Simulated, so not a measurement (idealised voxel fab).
This is a process module. Its name is voxel capacitor over wiring.
It is cross-section cut that appears here, measuring 140 nm in width, its square cells being 5 nm in size.
A cross-section is a grid of square cells, given in bands from the top down. A band is one or more rows of cells. This entry defines a band. It first specifies the height of the band's top and the height of its bottom in nm, and then specifies the band's materials from left to right, stating each material with its width in nm. The word "edge to edge" identifies a single material that fills the band from edge to edge, while the word "empty" identifies empty space. Basically, 0 is our baseline, since under it the wafer straight out of the box is all one material. The bottom band has no lower end and keeps on going down, so it looks like "from 0 down". You'd read "30 to 40" like this: the band's top row of cells is as wide as the first number, its bottom row is as wide as the second, and going down, every row changes width by the same amount as the row before did. "nothing altered" after a step means that no cell of the cross-section changed. This entry, "Fully sealed voids", enumerates those empty regions of no fewer than 8 cells that possess no open connection to the top. Each region is reported in the form width x height at distance, the distance being taken from the left edge, with all three quantities expressed in nm. Note: text after step settings on the step line = simulator remark on that step. overlay nm: step with mask; distance mask lay right of planned place; negative value = left of planned place. Each pair of cross-sections that follows straddles one process step: the one shows the state before the step, the other the state after it, down to the lowest band that changed and no further. The step in question, and its settings, are given under the pair. Note that a pair is not necessarily a continuation of the pair above it, since pairs can come from different runs of this module on the same starting wafer; it is a continuation only where its entry headed "Preceding state" says so.
Preceding state
* from 85 to 75  empty 25 nm, then TiN 15 nm, then empty 35 nm, then TiN 10 nm, then empty 55 nm
* from 75 to 70  empty 25 nm, then SiN 15 nm, then empty 35 nm, then SiN 10 nm, then empty 55 nm
* from 70 to 65  TiN 40 nm, then empty 35 nm, then TiN 60 nm, then empty 5 nm
* from 65 to 55  Ru 25 nm, then lowk 15 nm, then TiN 35 nm, then Ru 60 nm, then empty 5 nm
* from 55 to 50  Ru 25 nm, then lowk 15 nm, then SiN 35 nm, then Ru 60 nm, then empty 5 nm
* from 50 to 45  Ru 25 nm, then SiCN 15 nm, then TiN 35 nm, then Ru 60 nm, then TiN 5 nm
* from 45 to 20  lowk 20 nm, then W 20 nm, then lowk 55 nm, then W 20 nm, then lowk 25 nm
* from 20 to 15  lowk 20 nm, then TiN 20 nm, then lowk 55 nm, then TiN 20 nm, then lowk 25 nm
* from 15 to 0  SiO2 edge to edge
* from 0 down  Si edge to edge
* Fully sealed voids: none
Cross-Section Thereafter
* from 95 to 85  empty 25 nm, then aC 15 nm, then empty 35 nm, then aC 10 nm, then empty 55 nm
* from 85 to 80  empty 25 nm, then TiN 15 nm, then empty 35 nm, then TiN 10 nm, then empty 55 nm
* from 80 to 75  aC 25 nm, then TiN 15 nm, then empty 35 nm, then TiN 10 nm, then aC 50 nm, then empty 5 nm
* from 75 to 70  aC 25 nm, then SiN 15 nm, then aC 35 nm, then SiN 10 nm, then aC 50 nm, then empty 5 nm
* from 70 to 65  TiN 40 nm, then aC 35 nm, then TiN 60 nm, then empty 5 nm
* from 65 to 60  Ru 25 nm, then lowk 15 nm, then TiN 35 nm, then Ru 60 nm, then empty 5 nm
* from 60 to 55  Ru 25 nm, then lowk 15 nm, then TiN 35 nm, then Ru 60 nm, then aC 5 nm
* from 55 to 50  Ru 25 nm, then lowk 15 nm, then SiN 35 nm, then Ru 60 nm, then aC 5 nm
* Everything below 50 is unchanged.
* Fully sealed voids: none
Relating the two cross-sections above, the step in between is DIRECTIONAL_DEP | material aC | thk nm 10
Preceding state: carried over from the after image of the pair right above.
Cross-Section Thereafter
* from 125 to 95  empty 20 nm, then resist 70 nm, then empty 50 nm
* from 95 to 85  empty 20 nm, then resist 5 nm, then aC 15 nm, then resist 35 nm, then aC 10 nm, then resist 5 nm, then empty 50 nm
* from 85 to 80  empty 20 nm, then resist 5 nm, then TiN 15 nm, then resist 35 nm, then TiN 10 nm, then resist 5 nm, then empty 50 nm
* from 80 to 75  aC 25 nm, then TiN 15 nm, then resist 35 nm, then TiN 10 nm, then aC 50 nm, then empty 5 nm
* Everything below 75 is unchanged.
* Fully sealed voids: none
Relating the two cross-sections above, the step in between is PATTERN | tone cover | mask id LOWER_PLATE | material resist | width nm 70 | thk nm 30 | overlay nm 0
Preceding state: carried over from the after image of the pair right above.
Cross-Section Thereafter
* from 115 to 95  empty 20 nm, then resist 70 nm, then empty 50 nm
* from 95 to 85  empty 20 nm, then resist 5 nm, then aC 15 nm, then resist 35 nm, then aC 10 nm, then resist 5 nm, then empty 50 nm
* from 85 to 80  empty 20 nm, then resist 5 nm, then TiN 15 nm, then resist 35 nm, then TiN 10 nm, then resist 5 nm, then empty 50 nm
* from 80 to 75  empty 20 nm, then aC 5 nm, then TiN 15 nm, then resist 35 nm, then TiN 10 nm, then aC 5 nm, then empty 50 nm
* from 75 to 70  empty 20 nm, then aC 5 nm, then SiN 15 nm, then aC 35 nm, then SiN 10 nm, then aC 5 nm, then empty 50 nm
* from 70 to 65  TiN 40 nm, then aC 35 nm, then TiN 60 nm, then empty 5 nm
* from 65 to 55  Ru 25 nm, then lowk 15 nm, then TiN 35 nm, then Ru 60 nm, then empty 5 nm
* from 55 to 50  Ru 25 nm, then lowk 15 nm, then SiN 35 nm, then Ru 60 nm, then empty 5 nm
* Everything below 50 is unchanged.
* Fully sealed voids: none
Relating the two cross-sections above, the step in between is DIRECTIONAL_ETCH | etch materials aC | depth nm 10
Preceding state: carried over from the after image of the pair right above.
Cross-Section Thereafter
* from 95 to 85  empty 25 nm, then aC 15 nm, then empty 35 nm, then aC 10 nm, then empty 55 nm
* from 85 to 80  empty 25 nm, then TiN 15 nm, then empty 35 nm, then TiN 10 nm, then empty 55 nm
* from 80 to 75  empty 20 nm, then aC 5 nm, then TiN 15 nm, then empty 35 nm, then TiN 10 nm, then aC 5 nm, then empty 50 nm
* Everything below 75 is unchanged.
* Fully sealed voids: none
Relating the two cross-sections above, the step in between is STRIP | etch materials resist
Preceding state: carried over from the after image of the pair right above.
Cross-Section Thereafter
* from 95 to 85  empty 25 nm, then aC 15 nm, then empty 35 nm, then aC 10 nm, then empty 55 nm
* from 85 to 80  empty 25 nm, then TiN 15 nm, then empty 35 nm, then TiN 10 nm, then empty 55 nm
* from 80 to 75  empty 20 nm, then aC 5 nm, then TiN 15 nm, then empty 35 nm, then TiN 10 nm, then aC 5 nm, then empty 50 nm
* from 75 to 70  empty 20 nm, then aC 5 nm, then SiN 15 nm, then aC 35 nm, then SiN 10 nm, then aC 5 nm, then empty 50 nm
* from 70 to 65  empty 20 nm, then TiN 20 nm, then aC 35 nm, then TiN 15 nm, then empty 50 nm
* from 65 to 55  Ru 25 nm, then lowk 15 nm, then TiN 35 nm, then Ru 60 nm, then empty 5 nm
* from 55 to 50  Ru 25 nm, then lowk 15 nm, then SiN 35 nm, then Ru 60 nm, then empty 5 nm
* from 50 to 45  Ru 25 nm, then SiCN 15 nm, then TiN 35 nm, then Ru 60 nm, then empty 5 nm
* Everything below 45 is unchanged.
* Fully sealed voids: none
Relating the two cross-sections above, the step in between is DIRECTIONAL_ETCH | etch materials TiN | depth nm 5
Preceding state: carried over from the after image of the pair right above.
Cross-Section Thereafter
* from 85 to 75  empty 25 nm, then TiN 15 nm, then empty 35 nm, then TiN 10 nm, then empty 55 nm
* from 75 to 70  empty 25 nm, then SiN 15 nm, then empty 35 nm, then SiN 10 nm, then empty 55 nm
* from 70 to 65  empty 20 nm, then TiN 20 nm, then empty 35 nm, then TiN 15 nm, then empty 50 nm
* Everything below 65 is unchanged.
* Fully sealed voids: none
Relating the two cross-sections above, the step in between is STRIP | etch materials aC
Preceding state: carried over from the after image of the pair right above.
Cross-Section Thereafter
* from 100 to 85  SiO2 edge to edge
* from 85 to 75  SiO2 25 nm, then TiN 15 nm, then SiO2 35 nm, then TiN 10 nm, then SiO2 55 nm
* from 75 to 70  SiO2 25 nm, then SiN 15 nm, then SiO2 35 nm, then SiN 10 nm, then SiO2 55 nm
* from 70 to 65  SiO2 20 nm, then TiN 20 nm, then SiO2 35 nm, then TiN 15 nm, then SiO2 50 nm
* from 65 to 55  Ru 25 nm, then lowk 15 nm, then TiN 35 nm, then Ru 60 nm, then SiO2 5 nm
* from 55 to 50  Ru 25 nm, then lowk 15 nm, then SiN 35 nm, then Ru 60 nm, then SiO2 5 nm
* from 50 to 45  Ru 25 nm, then SiCN 15 nm, then TiN 35 nm, then Ru 60 nm, then SiO2 5 nm
* Everything below 45 is unchanged.
* Fully sealed voids: none
Relating the two cross-sections above, the step in between is FILL_DEP | material SiO2 | thk nm 15
Preceding state: carried over from the after image of the pair right above.
Cross-Section Thereafter
* from 95 to 85  SiO2 edge to edge
* Everything below 85 is unchanged.
* Fully sealed voids: none
Relating the two cross-sections above, the step in between is CMP | height nm 95
Preceding state: carried over from the after image of the pair right above.
Cross-Section Thereafter
* from 95 to 85  SiO2 35 nm, then empty 15 nm, then SiO2 90 nm
* Everything below 85 is unchanged.
* Fully sealed voids: none
Relating the two cross-sections above, the step in between is MASKED_ETCH | tone open | mask id PLUG_2 | width nm 15 | etch materials SiO2 | depth nm 10 | overlay nm 0
Preceding state: carried over from the after image of the pair right above.
Cross-Section Thereafter
* from 100 to 95  TiN 40 nm, then empty 5 nm, then TiN 95 nm
* from 95 to 90  SiO2 35 nm, then TiN 5 nm, then empty 5 nm, then TiN 5 nm, then SiO2 90 nm
* from 90 to 85  SiO2 35 nm, then TiN 15 nm, then SiO2 90 nm
* Everything below 85 is unchanged.
* Fully sealed voids: none
Relating the two cross-sections above, the step in between is CONFORMAL_DEP | material TiN | thk nm 5
Preceding state: carried over from the after image of the pair right above.
Cross-Section Thereafter
* from 105 to 100  Cu edge to edge
* from 100 to 95  TiN 40 nm, then Cu 5 nm, then TiN 95 nm
* from 95 to 90  SiO2 35 nm, then TiN 5 nm, then Cu 5 nm, then TiN 5 nm, then SiO2 90 nm
* Everything below 90 is unchanged.
* Fully sealed voids: none
Relating the two cross-sections above, the step in between is FILL_DEP | material Cu | thk nm 5
Preceding state: carried over from the after image of the pair right above.
Cross-Section Thereafter
* from 95 to 90  SiO2 35 nm, then TiN 5 nm, then Cu 5 nm, then TiN 5 nm, then SiO2 90 nm
* Everything below 90 is unchanged.
* Fully sealed voids: none
Relating the two cross-sections above, the step in between is CMP | height nm 95
Preceding state: carried over from the after image of the pair right above.
Cross-Section Thereafter
* from 100 to 95  SiCN edge to edge
* Everything below 95 is unchanged.
* Fully sealed voids: none
Relating the two cross-sections above, the step in between is CONFORMAL_DEP | material SiCN | thk nm 5
